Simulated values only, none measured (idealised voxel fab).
Proc. module: voxel tone inversion
This is section cut - it's 140 nm across, gridded in 5 nm square cells.
Cross-section format: a grid of square cells, given as bands from top to bottom; each band is one or more rows of cells. What a band's entry tells you: where the top is and where the bottom is, as heights in nm, and after that what lies inside, material by material from left to right, each with its width in nm. Empty space is written as the word "empty", and a single material marked with the word "all across" occupies the band from edge to edge. Height is counted from the level 0, under which the received wafer is composed throughout of one material. The lowest of the bands is not closed at the bottom but continues downward, in the notation "0 down". When a width is written as two numbers, as in "30 to 40", the first number is the width in the top row of cells of the band and the second is the width in its bottom row, and the width changes by the same amount from each row to the next. Any step labelled "identical to before" changed none of the cells in the cross-section. For the entry "Unvented internal voids", the listed items are empty spaces with no open way to the top whose size is 8 cells or more; each item follows the pattern width x height at distance, where distance is from the left edge and all three are in nm. Where a step's line continues beyond its settings, the continuation is a remark by the simulator itself on that step. What "overlay nm" on a step's line means: if the step has a mask, that mask lay this far to the right of its planned place, or, when the value is negative, to the left.

## Set out below are the planned steps of the process
1 op RECEIVE | material Si
2 op CONFORMAL_DEP | material SiCN | thk nm 5
3 op DIRECTIONAL_DEP | material aC | thk nm 20
4 op PATTERN | tone cover | mask id POSTS | material resist | width nm 25 | pitch nm 40 | thk nm 25 | overlay nm 0
5 op DIRECTIONAL_ETCH | etch materials aC | depth nm 20
6 op STRIP | etch materials resist
7 op FILL_DEP | material lowk | thk nm 10
8 op CMP | height nm 25
9 op STRIP | etch materials aC

## Cross-section: wafer on arrival = after step 1
* 0 down  Si all across
* Unvented internal voids: none

## Post-module cross-section of the first of two wafers (run per plan)
* 25 to 5  lowk: 15  empty: 25  lowk: 15  empty: 25  lowk: 15  empty: 25  lowk: 20
* 5 to 0  SiCN all across
* 0 down  Si all across
* Unvented internal voids: none

## Now the second wafer, cross-sectioned at the end of the module. Nothing different at the start, nothing different in the plan compared with the first, just one mistake when it was actually run
* 25 to 5  empty: 15  lowk: 25  empty: 15  lowk: 25  empty: 15  lowk: 25  empty: 20
* 5 to 0  SiCN all across
* 0 down  Si all across
* Unvented internal voids: none
Against the plan, the run slipped here: step 4 did not happen as planned, as run it was op PATTERN | tone open | mask id POSTS | material resist | width nm 25 | pitch nm 40 | thk nm 25 | overlay nm 0
At the finish, the second wafer shows more or fewer cells for some materials than the first does: +8 lowk
